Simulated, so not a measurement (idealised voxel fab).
Process module, titled voxel capacitor over wiring
The width of the displayed cross-section, cut, is 225 nm; its cells are square, with a size of 5 nm.
Heads up, the way a cross-section reads in here is a grid of square cells, handed over as bands from the top down, with every band being one or more rows of cells.
In this notation a band is specified by the heights of its top and bottom, in that order and in nm, after which its materials appear from left to right, each paired with its width in nm. The word "throughout" attached to a single material means that material fills the band from edge to edge; the word "blank" stands for empty space.
Below 0: as-received wafer, all one material; heights counted from there. Lowest band: no bottom, goes on down, written "from 0 down".
A two-number width, for instance "30 to 40", indicates that the width is equal to the first number in the top row of the band and to the second number in the bottom row, and that it changes by a constant amount per row of cells.
No cell of the cross-section changed in a step that is given as "nothing different".
Basically, "Enclosed void list" tells you about the enclosed voids: empty spaces with no open way to the top, 8 cells or bigger, each written width x height at distance, where distance is from the left edge, all in nm.
Formally, on a step line, whatever follows the settings is a remark that the simulator itself makes on the step.
What "overlay nm" on a step's line means: if the step has a mask, that mask lay this far to the right of its planned place, or, when the value is negative, to the left.
INTENDED PROCESS STEPS
1,op RECEIVE | material Si
2,op CONFORMAL_DEP | material SiO2 | thk nm 10
3,op CONFORMAL_DEP | material SiCN | thk nm 5
4,op DIRECTIONAL_DEP | material SiO2 | thk nm 20
5,op PATTERN | tone open | mask id METAL_1 | material resist | width nm 30 | pitch nm 100 | thk nm 20 | overlay nm 0
6,op DIRECTIONAL_ETCH | etch materials SiO2 | depth nm 20
7,op DIRECTIONAL_ETCH | etch materials SiCN | depth nm 5
8,op STRIP | etch materials resist
9,op CONFORMAL_DEP | material TiN | thk nm 5
10,op FILL_DEP | material Cu | thk nm 10
11,op CMP | height nm 35
12,op EPI | material Ru | thk nm 5
13,op FILL_DEP | material SiCN | thk nm 5
14,op DIRECTIONAL_DEP | material lowk | thk nm 20
15,op PATTERN | tone open | mask id PLUG_1 | material resist | width nm 15 | thk nm 20 | overlay nm 0
16,op DIRECTIONAL_ETCH | etch materials lowk | depth nm 20
17,op DIRECTIONAL_ETCH | etch materials SiCN | depth nm 5
18,op STRIP | etch materials resist
19,op CONFORMAL_DEP | material TiN | thk nm 5
20,op FILL_DEP | material W | thk nm 10
21,op CMP | height nm 65
22,op DIRECTIONAL_DEP | material TiN | thk nm 10
23,op DIRECTIONAL_DEP | material Al2O3 | thk nm 5
24,op DIRECTIONAL_DEP | material TiN | thk nm 5
25,op MASKED_ETCH | tone cover | mask id UPPER_PLATE | width nm 75 | etch materials TiN | depth nm 5 | overlay nm 0
26,op MASKED_ETCH | tone cover | mask id UPPER_PLATE | width nm 75 | etch materials Al2O3 | depth nm 5 | overlay nm 0
27,op PATTERN | tone cover | mask id LOWER_PLATE | material resist | width nm 85 | thk nm 15 | overlay nm 0
28,op DIRECTIONAL_ETCH | etch materials TiN | depth nm 10
29,op STRIP | etch materials resist
30,op FILL_DEP | material SiO2 | thk nm 20
31,op CMP | height nm 100
32,op PATTERN | tone open | mask id PLUG_2 | material resist | width nm 15 | thk nm 15 | overlay nm 0
33,op DIRECTIONAL_ETCH | etch materials SiO2 | depth nm 15
34,op STRIP | etch materials resist
35,op CONFORMAL_DEP | material TiN | thk nm 5
36,op FILL_DEP | material W | thk nm 10
37,op CMP | height nm 100
38,op CONFORMAL_DEP | material SiN | thk nm 5
THE FIRST OF THE TWO WAFERS, WHICH RAN AS PLANNED
CROSS-SECTION: WAFER ON ARRIVAL = AFTER STEP 1
* from 0 down = Si throughout
* Enclosed void list: none
CROSS-SECTION OF THE WAFER AFTER STEP 2
* from 10 to 0 = SiO2 throughout
* Anything lower than 0 is untouched.
CROSS-SECTION OF THE WAFER AFTER STEP 3
* from 15 to 10 = SiCN throughout
* Anything lower than 10 is untouched.
CROSS-SECTION OF THE WAFER AFTER STEP 4
* from 35 to 15 = SiO2 throughout
* Anything lower than 15 is untouched.
CROSS-SECTION OF THE WAFER AFTER STEP 5
* from 55 to 35 = resist (45), then blank (30), then resist (70), then blank (30), then resist (50)
* Anything lower than 35 is untouched.
CROSS-SECTION OF THE WAFER AFTER STEP 6
* from 55 to 35 = resist (45), then blank (30), then resist (70), then blank (30), then resist (50)
* from 35 to 15 = SiO2 (45), then blank (30), then SiO2 (70), then blank (30), then SiO2 (50)
* Anything lower than 15 is untouched.
CROSS-SECTION OF THE WAFER AFTER STEP 7
* from 55 to 35 = resist (45), then blank (30), then resist (70), then blank (30), then resist (50)
* from 35 to 15 = SiO2 (45), then blank (30), then SiO2 (70), then blank (30), then SiO2 (50)
* from 15 to 10 = SiCN (45), then blank (30), then SiCN (70), then blank (30), then SiCN (50)
* Anything lower than 10 is untouched.
CROSS-SECTION OF THE WAFER AFTER STEP 8
* from 35 to 15 = SiO2 (45), then blank (30), then SiO2 (70), then blank (30), then SiO2 (50)
* Anything lower than 15 is untouched.
CROSS-SECTION OF THE WAFER AFTER STEP 9
* from 40 to 35 = TiN (50), then blank (20), then TiN (80), then blank (20), then TiN (55)
* from 35 to 15 = SiO2 (45), then TiN (5), then blank (20), then TiN (5), then SiO2 (70), then TiN (5), then blank (20), then TiN (5), then SiO2 (50)
* from 15 to 10 = SiCN (45), then TiN (30), then SiCN (70), then TiN (30), then SiCN (50)
* Anything lower than 10 is untouched.
CROSS-SECTION OF THE WAFER AFTER STEP 10
* from 50 to 40 = Cu throughout
* from 40 to 35 = TiN (50), then Cu (20), then TiN (80), then Cu (20), then TiN (55)
* from 35 to 15 = SiO2 (45), then TiN (5), then Cu (20), then TiN (5), then SiO2 (70), then TiN (5), then Cu (20), then TiN (5), then SiO2 (50)
* Anything lower than 15 is untouched.
CROSS-SECTION OF THE WAFER AFTER STEP 11
* from 35 to 15 = SiO2 (45), then TiN (5), then Cu (20), then TiN (5), then SiO2 (70), then TiN (5), then Cu (20), then TiN (5), then SiO2 (50)
* Anything lower than 15 is untouched.
CROSS-SECTION OF THE WAFER AFTER STEP 12
* from 40 to 35 = blank (40), then Ru (40), then blank (60), then Ru (40), then blank (45)
* Anything lower than 35 is untouched.
CROSS-SECTION OF THE WAFER AFTER STEP 13
* from 45 to 40 = SiCN throughout
* from 40 to 35 = SiCN (40), then Ru (40), then SiCN (60), then Ru (40), then SiCN (45)
* Anything lower than 35 is untouched.
CROSS-SECTION OF THE WAFER AFTER STEP 14
* from 65 to 45 = lowk throughout
* Anything lower than 45 is untouched.
CROSS-SECTION OF THE WAFER AFTER STEP 15
* from 85 to 65 = resist (60), then blank (15), then resist (150)
* Anything lower than 65 is untouched.
CROSS-SECTION OF THE WAFER AFTER STEP 16
* from 85 to 65 = resist (60), then blank (15), then resist (150)
* from 65 to 45 = lowk (60), then blank (15), then lowk (150)
* Anything lower than 45 is untouched.
CROSS-SECTION OF THE WAFER AFTER STEP 17
* from 85 to 65 = resist (60), then blank (15), then resist (150)
* from 65 to 45 = lowk (60), then blank (15), then lowk (150)
* from 45 to 40 = SiCN (60), then blank (15), then SiCN (150)
* Anything lower than 40 is untouched.
CROSS-SECTION OF THE WAFER AFTER STEP 18
* from 65 to 45 = lowk (60), then blank (15), then lowk (150)
* Anything lower than 45 is untouched.
CROSS-SECTION OF THE WAFER AFTER STEP 19
* from 70 to 65 = TiN (65), then blank (5), then TiN (155)
* from 65 to 45 = lowk (60), then TiN (5), then blank (5), then TiN (5), then lowk (150)
* from 45 to 40 = SiCN (60), then TiN (15), then SiCN (150)
* Anything lower than 40 is untouched.
CROSS-SECTION OF THE WAFER AFTER STEP 20
* from 80 to 70 = W throughout
* from 70 to 65 = TiN (65), then W (5), then TiN (155)
* from 65 to 45 = lowk (60), then TiN (5), then W (5), then TiN (5), then lowk (150)
* Anything lower than 45 is untouched.
CROSS-SECTION OF THE WAFER AFTER STEP 21
* from 65 to 45 = lowk (60), then TiN (5), then W (5), then TiN (5), then lowk (150)
* Anything lower than 45 is untouched.
CROSS-SECTION OF THE WAFER AFTER STEP 22
* from 75 to 65 = TiN throughout
* Anything lower than 65 is untouched.
CROSS-SECTION OF THE WAFER AFTER STEP 23
* from 80 to 75 = Al2O3 throughout
* Anything lower than 75 is untouched.
CROSS-SECTION OF THE WAFER AFTER STEP 24
* from 85 to 80 = TiN throughout
* Anything lower than 80 is untouched.
CROSS-SECTION OF THE WAFER AFTER STEP 25
* from 85 to 80 = blank (60), then TiN (75), then blank (90)
* Anything lower than 80 is untouched.
CROSS-SECTION OF THE WAFER AFTER STEP 26
* from 85 to 80 = blank (60), then TiN (75), then blank (90)
* from 80 to 75 = blank (60), then Al2O3 (75), then blank (90)
* Anything lower than 75 is untouched.
CROSS-SECTION OF THE WAFER AFTER STEP 27
* from 100 to 85 = blank (55), then resist (85), then blank (85)
* from 85 to 80 = blank (55), then resist (5), then TiN (75), then resist (5), then blank (85)
* from 80 to 75 = blank (55), then resist (5), then Al2O3 (75), then resist (5), then blank (85)
* Anything lower than 75 is untouched.
CROSS-SECTION OF THE WAFER AFTER STEP 28
* from 100 to 85 = blank (55), then resist (85), then blank (85)
* from 85 to 80 = blank (55), then resist (5), then TiN (75), then resist (5), then blank (85)
* from 80 to 75 = blank (55), then resist (5), then Al2O3 (75), then resist (5), then blank (85)
* from 75 to 65 = blank (55), then TiN (85), then blank (85)
* Anything lower than 65 is untouched.
CROSS-SECTION OF THE WAFER AFTER STEP 29
* from 85 to 80 = blank (60), then TiN (75), then blank (90)
* from 80 to 75 = blank (60), then Al2O3 (75), then blank (90)
* Anything lower than 75 is untouched.
CROSS-SECTION OF THE WAFER AFTER STEP 30
* from 105 to 85 = SiO2 throughout
* from 85 to 80 = SiO2 (60), then TiN (75), then SiO2 (90)
* from 80 to 75 = SiO2 (60), then Al2O3 (75), then SiO2 (90)
* from 75 to 65 = SiO2 (55), then TiN (85), then SiO2 (85)
* Anything lower than 65 is untouched.
CROSS-SECTION OF THE WAFER AFTER STEP 31
* from 100 to 85 = SiO2 throughout
* Anything lower than 85 is untouched.
CROSS-SECTION OF THE WAFER AFTER STEP 32
* from 115 to 100 = resist (70), then blank (15), then resist (140)
* Anything lower than 100 is untouched.
CROSS-SECTION OF THE WAFER AFTER STEP 33
* from 115 to 100 = resist (70), then blank (15), then resist (140)
* from 100 to 85 = SiO2 (70), then blank (15), then SiO2 (140)
* Anything lower than 85 is untouched.
CROSS-SECTION OF THE WAFER AFTER STEP 34
* from 100 to 85 = SiO2 (70), then blank (15), then SiO2 (140)
* Anything lower than 85 is untouched.
CROSS-SECTION OF THE WAFER AFTER STEP 35
* from 105 to 100 = TiN (75), then blank (5), then TiN (145)
* from 100 to 90 = SiO2 (70), then TiN (5), then blank (5), then TiN (5), then SiO2 (140)
* from 90 to 80 = SiO2 (70 to 60), then TiN (15 to 75), then SiO2 (140 to 90)
* Anything lower than 80 is untouched.
CROSS-SECTION OF THE WAFER AFTER STEP 36
* from 115 to 105 = W throughout
* from 105 to 100 = TiN (75), then W (5), then TiN (145)
* from 100 to 90 = SiO2 (70), then TiN (5), then W (5), then TiN (5), then SiO2 (140)
* Anything lower than 90 is untouched.
CROSS-SECTION OF THE WAFER AFTER STEP 37
* from 100 to 90 = SiO2 (70), then TiN (5), then W (5), then TiN (5), then SiO2 (140)
* Anything lower than 90 is untouched.
CROSS-SECTION OF THE WAFER AFTER STEP 38
* from 105 to 100 = SiN throughout
* Anything lower than 100 is untouched.
HERE THE SECOND WAFER IS DESCRIBED. ITS START AND ITS PLAN WERE THOSE OF THE FIRST WAFER. ITS RUN CONTAINED ONE MISTAKE. UP TO AND INCLUDING STEP 25, IT DID EXACTLY WHAT THE FIRST WAFER DID
LOOK AT THE SECOND WAFER IN CROSS-SECTION AT THE TIME STEP 26 OUGHT TO HAVE FINISHED
* from 85 to 80 = blank (60), then TiN (75), then blank (90)
* from 80 to 75 = blank (50), then Al2O3 (85), then blank (90)
* Anything lower than 75 is untouched.
LOOK AT THE SECOND WAFER IN CROSS-SECTION AT THE TIME STEP 27 OUGHT TO HAVE FINISHED
* from 100 to 85 = blank (55), then resist (85), then blank (85)
* from 85 to 80 = blank (55), then resist (5), then TiN (75), then resist (5), then blank (85)
* from 80 to 75 = blank (50), then Al2O3 (85), then resist (5), then blank (85)
* Anything lower than 75 is untouched.
LOOK AT THE SECOND WAFER IN CROSS-SECTION AT THE TIME STEP 28 OUGHT TO HAVE FINISHED
* from 100 to 85 = blank (55), then resist (85), then blank (85)
* from 85 to 80 = blank (55), then resist (5), then TiN (75), then resist (5), then blank (85)
* from 80 to 75 = blank (50), then Al2O3 (85), then resist (5), then blank (85)
* from 75 to 65 = blank (50), then TiN (90), then blank (85)
* Anything lower than 65 is untouched.
LOOK AT THE SECOND WAFER IN CROSS-SECTION AT THE TIME STEP 29 OUGHT TO HAVE FINISHED
* from 85 to 80 = blank (60), then TiN (75), then blank (90)
* from 80 to 75 = blank (50), then Al2O3 (85), then blank (90)
* Anything lower than 75 is untouched.
LOOK AT THE SECOND WAFER IN CROSS-SECTION AT THE TIME STEP 30 OUGHT TO HAVE FINISHED
* from 105 to 85 = SiO2 throughout
* from 85 to 80 = SiO2 (60), then TiN (75), then SiO2 (90)
* from 80 to 75 = SiO2 (50), then Al2O3 (85), then SiO2 (90)
* from 75 to 65 = SiO2 (50), then TiN (90), then SiO2 (85)
* Anything lower than 65 is untouched.
LOOK AT THE SECOND WAFER IN CROSS-SECTION AT THE TIME STEP 31 OUGHT TO HAVE FINISHED
* from 100 to 85 = SiO2 throughout
* Anything lower than 85 is untouched.
LOOK AT THE SECOND WAFER IN CROSS-SECTION AT THE TIME STEP 32 OUGHT TO HAVE FINISHED
* from 115 to 100 = resist (70), then blank (15), then resist (140)
* Anything lower than 100 is untouched.
LOOK AT THE SECOND WAFER IN CROSS-SECTION AT THE TIME STEP 33 OUGHT TO HAVE FINISHED
* from 115 to 100 = resist (70), then blank (15), then resist (140)
* from 100 to 85 = SiO2 (70), then blank (15), then SiO2 (140)
* Anything lower than 85 is untouched.
LOOK AT THE SECOND WAFER IN CROSS-SECTION AT THE TIME STEP 34 OUGHT TO HAVE FINISHED
* from 100 to 85 = SiO2 (70), then blank (15), then SiO2 (140)
* Anything lower than 85 is untouched.
LOOK AT THE SECOND WAFER IN CROSS-SECTION AT THE TIME STEP 35 OUGHT TO HAVE FINISHED
* from 105 to 100 = TiN (75), then blank (5), then TiN (145)
* from 100 to 90 = SiO2 (70), then TiN (5), then blank (5), then TiN (5), then SiO2 (140)
* from 90 to 80 = SiO2 (70 to 60), then TiN (15 to 75), then SiO2 (140 to 90)
* Anything lower than 80 is untouched.
LOOK AT THE SECOND WAFER IN CROSS-SECTION AT THE TIME STEP 36 OUGHT TO HAVE FINISHED
* from 115 to 105 = W throughout
* from 105 to 100 = TiN (75), then W (5), then TiN (145)
* from 100 to 90 = SiO2 (70), then TiN (5), then W (5), then TiN (5), then SiO2 (140)
* Anything lower than 90 is untouched.
LOOK AT THE SECOND WAFER IN CROSS-SECTION AT THE TIME STEP 37 OUGHT TO HAVE FINISHED
* from 100 to 90 = SiO2 (70), then TiN (5), then W (5), then TiN (5), then SiO2 (140)
* Anything lower than 90 is untouched.
LOOK AT THE SECOND WAFER IN CROSS-SECTION AT THE TIME STEP 38 OUGHT TO HAVE FINISHED
* from 105 to 100 = SiN throughout
* Anything lower than 100 is untouched.
Where did the run depart from the plan? step 26 did not use the planned setting and instead ran as op MASKED_ETCH | tone cover | mask id UPPER_PLATE | width nm 75 | etch materials Al2O3 | depth nm 5 | overlay nm -10
Heads up, by the end the second wafer has more or fewer cells of some materials compared to the first: Al2O3: 2 more | SiO2: 4 fewer | TiN: 2 more
